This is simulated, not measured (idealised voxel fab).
You're looking at the process module voxel released beams.
In the cross-section labelled cut, the width is 290 nm and each square cell is 5 nm.
When this document writes out a cross-section, it uses a grid of square cells and lists it as bands, beginning at the top and moving down, with a band standing for one or more rows of cells. Band entry format. Leading values: height of top, height of bottom, nm. Remainder: materials in left-to-right order, each with its width in nm. Special words: "full width" on a single material, which then fills the band edge to edge; "empty", empty space. Basically, 0 is our baseline, since under it the wafer straight out of the box is all one material. The bottom band has no lower end and keeps on going down, so it looks like "top 0, no bottom". The width entry "30..40" should be interpreted row by row: the top row of cells in the band takes the first number, the bottom row takes the second number, and the change between adjacent rows is uniform throughout. For the purposes of this document, the phrase "remained the same" attached to a step denotes that no cell within the cross-section was modified by that step. Any empty space of 8 cells or more lacking an open way to the top shows up in "Fully closed voids" as width x height at distance, distance from the left edge, in nm. Formally, on a step line, whatever follows the settings is a remark that the simulator itself makes on the step. The optional step-line setting "overlay nm" applies to steps with a mask and quantifies how far to the right of its planned location the mask lay, a negative value indicating leftward placement.

## These are the steps we planned for the process
1,RECEIVE [material Si]
2,CONFORMAL_DEP [material SiN] [thk nm 10]
3,DIRECTIONAL_DEP [material SiO2] [thk nm 10]
4,PATTERN [tone open] [mask id ANCHOR] [material resist] [width nm 45] [thk nm 15] [overlay nm 0]
5,DIRECTIONAL_ETCH [etch materials SiO2] [depth nm 10]
6,STRIP [etch materials resist]
7,CONFORMAL_DEP [material polySi] [thk nm 15]
8,MASKED_ETCH [tone cover] [mask id BEAM] [width nm 105] [etch materials polySi] [depth nm 15] [overlay nm 0]
9,STRIP [etch materials SiO2]

## Cross-section of the wafer at receipt, which is the condition after step 1
- top 0, no bottom  Si full width
- Fully closed voids: none

## Wafer cross-section at end of module: start and plan as shown above, one execution error
- top 25, bottom 15  empty 90  polySi 20  empty 15  polySi 70  empty 95
- top 15, bottom 10  empty 90  polySi 105  empty 95
- top 10, bottom 0  empty 95  polySi 45  empty 150
- top 0, no bottom  Si full width
- Fully closed voids: none
Processing error: no execution of plan step 2; skipped
